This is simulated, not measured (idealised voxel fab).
process module | voxel gate over fins
cross-section cut | 265 nm wide | cells 5 nm
A cross-section is a grid of square cells, given in bands from the top down. A band is one or more rows of cells.
Each band's line starts with the height of the band's top and of its bottom, in nm. Then come its materials from left to right, each with its width in nm. One material with "throughout" fills the band from edge to edge. "air" is empty space.
Height 0 is the level under which the wafer as received is all one material. The lowest band goes on downwards, as in "0 down".
A width such as "30 to 40" changes by the same amount from each row of cells to the next, from the band's top row to its bottom row.
"no change" after a step means that no cell of the cross-section changed.
closed voids: empty space of 8 cells or more with no open way to the top, each as width x height at its distance from the left edge, in nm
after a step's settings: what the simulator itself notes on the step
overlay nm, on a step with a mask: how far to the right of its planned place the mask lay; to the left if negative
plan
1 op RECEIVE | material Si
2 op CONFORMAL_DEP | material SiN | thk nm 10
3 op MASKED_ETCH | tone cover | mask id FINS | width nm 15 | pitch nm 35 | etch materials SiN | depth nm 10 | overlay nm 0
4 op MASKED_ETCH | tone cover | mask id FINS | width nm 15 | pitch nm 35 | etch materials Si | depth nm 40 | overlay nm 0
5 op FILL_DEP | material SiO2 | thk nm 5
6 op CMP | height nm 10
7 op SELECTIVE_ETCH | etch materials SiO2 | depth nm 25
8 op STRIP | etch materials SiN
9 op CONFORMAL_DEP | material HfO2 | thk nm 5
10 op CONFORMAL_DEP | material TiN | thk nm 5
11 op FILL_DEP | material W | thk nm 10
12 op CMP | height nm 15
13 op CONFORMAL_DEP | material SiCN | thk nm 5
as received, after step 1
  0 down: Si throughout
  closed voids: none
first wafer at the end, as planned
  20 to 15: SiCN throughout
  15 to 10: W throughout
  10 to 5: W 95 | TiN 70 | W 100
  5 to 0: W 95 | TiN 5 | HfO2 25 | TiN 10 | HfO2 25 | TiN 5 | W 100
  0 to -5: W 95 | TiN 5 | HfO2 5 | Si 15 | HfO2 5 | TiN 10 | HfO2 5 | Si 15 | HfO2 5 | TiN 5 | W 100
  -5 to -10: TiN 100 | HfO2 5 | Si 15 | HfO2 5 | TiN 10 | HfO2 5 | Si 15 | HfO2 5 | TiN 105
  -10 to -15: HfO2 105 | Si 15 | HfO2 20 | Si 15 | HfO2 110
  -15 to -40: SiO2 105 | Si 15 | SiO2 20 | Si 15 | SiO2 110
  -40 down: Si throughout
  closed voids: none
second wafer at the end: like start, like plan, one mistake
  20 to 15: SiCN throughout
  15 to 10: W throughout
  10 to 5: W 95 | HfO2 70 | W 100
  5 to 0: W 95 | HfO2 5 | TiN 25 | HfO2 10 | TiN 25 | HfO2 5 | W 100
  0 to -5: W 95 | HfO2 5 | TiN 5 | Si 15 | TiN 5 | HfO2 10 | TiN 5 | Si 15 | TiN 5 | HfO2 5 | W 100
  -5 to -10: HfO2 100 | TiN 5 | Si 15 | TiN 5 | HfO2 10 | TiN 5 | Si 15 | TiN 5 | HfO2 105
  -10 to -15: TiN 105 | Si 15 | TiN 20 | Si 15 | TiN 110
  -15 to -40: SiO2 105 | Si 15 | SiO2 20 | Si 15 | SiO2 110
  -40 down: Si throughout
  closed voids: none
what went wrong: steps 9 and 10 were swapped
at the end the second wafer has, in cells: as many of each material as the first, in other places
